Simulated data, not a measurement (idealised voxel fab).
Title: Process Module voxel trench capacitor
Shown is cross-section cut, with a width of 225 nm and square cells of size 5 nm.
Cross-section, as written here: a square-cell grid given band by band from the top down, where a band holds one or more rows of cells.
First you get the band's top height and its bottom height, in nm, and then the materials it's made of, left to right, with each width in nm. If you see a single material with "edge to edge", that one covers the band edge to edge. "blank" is empty space.
Below 0: as-received wafer, all one material; heights counted from there. Lowest band: no bottom, goes on down, written "0 and below".
The expression "30->40" gives the width at the extremes of the band, the first number at its top row of cells and the second at its bottom row, with the width changing by equal amounts from each row to the next in between.
Step marked "nothing changed"? Then no cell in the cross-section changed in it.
You'll see "Closed void entries" listing empty spaces that have no way open to the top, as long as they're 8 cells or more; the notation is width x height at distance, where the distance is from the left edge, and all of it is in nm.
Anything after a step's settings on that line? It's the simulator's own note about the step.
On any step carrying a mask, the "overlay nm" setting, if present on the step's line, tells how far right of its planned place the mask lay; negative values point to the left.

Steps planned for the process
1) RECEIVE, material Si
2) CONFORMAL_DEP, material SiN, thk nm 10
3) MASKED_ETCH, tone open, mask id TRENCH, width nm 20, pitch nm 45, etch materials SiN, depth nm 10, overlay nm 0
4) MASKED_ETCH, tone open, mask id TRENCH, width nm 20, pitch nm 45, etch materials Si, depth nm 25, overlay nm 0
5) CONFORMAL_DEP, material SiO2, thk nm 5
6) FILL_DEP, material polySi, thk nm 5
7) CMP, height nm 10

Of two wafers, the first: run according to plan

Cross-section of the wafer at receipt, which is the condition after step 1
  0 and below = Si edge to edge
  Closed void entries: none

Take a look at the wafer's cross-section after step 2
  10 down to 0 = SiN edge to edge
  Rest of section, below 0: as before.

Take a look at the wafer's cross-section after step 3
  10 down to 0 = SiN (55)  blank (20)  SiN (25)  blank (20)  SiN (25)  blank (20)  SiN (60)
  Rest of section, below 0: as before.

Take a look at the wafer's cross-section after step 4
  10 down to 0 = SiN (55)  blank (20)  SiN (25)  blank (20)  SiN (25)  blank (20)  SiN (60)
  0 down to -25 = Si (55)  blank (20)  Si (25)  blank (20)  Si (25)  blank (20)  Si (60)
  Rest of section, below -25: as before.

Take a look at the wafer's cross-section after step 5
  15 down to 10 = SiO2 (60)  blank (10)  SiO2 (35)  blank (10)  SiO2 (35)  blank (10)  SiO2 (65)
  10 down to 0 = SiN (55)  SiO2 (5)  blank (10)  SiO2 (5)  SiN (25)  SiO2 (5)  blank (10)  SiO2 (5)  SiN (25)  SiO2 (5)  blank (10)  SiO2 (5)  SiN (60)
  0 down to -20 = Si (55)  SiO2 (5)  blank (10)  SiO2 (5)  Si (25)  SiO2 (5)  blank (10)  SiO2 (5)  Si (25)  SiO2 (5)  blank (10)  SiO2 (5)  Si (60)
  -20 down to -25 = Si (55)  SiO2 (20)  Si (25)  SiO2 (20)  Si (25)  SiO2 (20)  Si (60)
  Rest of section, below -25: as before.

Take a look at the wafer's cross-section after step 6
  20 down to 15 = polySi edge to edge
  15 down to 10 = SiO2 (60)  polySi (10)  SiO2 (35)  polySi (10)  SiO2 (35)  polySi (10)  SiO2 (65)
  10 down to 0 = SiN (55)  SiO2 (5)  polySi (10)  SiO2 (5)  SiN (25)  SiO2 (5)  polySi (10)  SiO2 (5)  SiN (25)  SiO2 (5)  polySi (10)  SiO2 (5)  SiN (60)
  0 down to -20 = Si (55)  SiO2 (5)  polySi (10)  SiO2 (5)  Si (25)  SiO2 (5)  polySi (10)  SiO2 (5)  Si (25)  SiO2 (5)  polySi (10)  SiO2 (5)  Si (60)
  Rest of section, below -20: as before.

Take a look at the wafer's cross-section after step 7
  10 down to 0 = SiN (55)  SiO2 (5)  polySi (10)  SiO2 (5)  SiN (25)  SiO2 (5)  polySi (10)  SiO2 (5)  SiN (25)  SiO2 (5)  polySi (10)  SiO2 (5)  SiN (60)
  Rest of section, below 0: as before.

Second wafer - shared start and plan with the first - one error in running - same as the first up to step 2 inclusive

Cross-section of the second wafer at the time by which step 3 should have been completed according to the plan
  10 down to 0 = SiN (60)  blank (15)  SiN (30)  blank (15)  SiN (30)  blank (15)  SiN (60)
  Rest of section, below 0: as before.

Cross-section of the second wafer at the time by which step 4 should have been completed according to the plan
  10 down to 0 = SiN (60)  blank (15)  SiN (30)  blank (15)  SiN (30)  blank (15)  SiN (60)
  0 down to -25 = Si (60)  blank (15)  Si (30)  blank (15)  Si (30)  blank (15)  Si (60)
  Rest of section, below -25: as before.

Cross-section of the second wafer at the time by which step 5 should have been completed according to the plan
  15 down to 10 = SiO2 (65)  blank (5)  SiO2 (40)  blank (5)  SiO2 (40)  blank (5)  SiO2 (65)
  10 down to 0 = SiN (60)  SiO2 (5)  blank (5)  SiO2 (5)  SiN (30)  SiO2 (5)  blank (5)  SiO2 (5)  SiN (30)  SiO2 (5)  blank (5)  SiO2 (5)  SiN (60)
  0 down to -20 = Si (60)  SiO2 (5)  blank (5)  SiO2 (5)  Si (30)  SiO2 (5)  blank (5)  SiO2 (5)  Si (30)  SiO2 (5)  blank (5)  SiO2 (5)  Si (60)
  -20 down to -25 = Si (60)  SiO2 (15)  Si (30)  SiO2 (15)  Si (30)  SiO2 (15)  Si (60)
  Rest of section, below -25: as before.

Cross-section of the second wafer at the time by which step 6 should have been completed according to the plan
  20 down to 15 = polySi edge to edge
  15 down to 10 = SiO2 (65)  polySi (5)  SiO2 (40)  polySi (5)  SiO2 (40)  polySi (5)  SiO2 (65)
  10 down to 0 = SiN (60)  SiO2 (5)  polySi (5)  SiO2 (5)  SiN (30)  SiO2 (5)  polySi (5)  SiO2 (5)  SiN (30)  SiO2 (5)  polySi (5)  SiO2 (5)  SiN (60)
  0 down to -20 = Si (60)  SiO2 (5)  polySi (5)  SiO2 (5)  Si (30)  SiO2 (5)  polySi (5)  SiO2 (5)  Si (30)  SiO2 (5)  polySi (5)  SiO2 (5)  Si (60)
  Rest of section, below -20: as before.

Cross-section of the second wafer at the time by which step 7 should have been completed according to the plan
  10 down to 0 = SiN (60)  SiO2 (5)  polySi (5)  SiO2 (5)  SiN (30)  SiO2 (5)  polySi (5)  SiO2 (5)  SiN (30)  SiO2 (5)  polySi (5)  SiO2 (5)  SiN (60)
  Rest of section, below 0: as before.
Want to know what went wrong? step 3 ran as: MASKED_ETCH, tone open, mask id TRENCH, width nm 15, pitch nm 45, etch materials SiN, depth nm 10, overlay nm 0
Final difference in cells, second wafer against first, listed per material as more or fewer: 15 more of Si; 6 more of SiN; 3 fewer of SiO2; 18 fewer of polySi
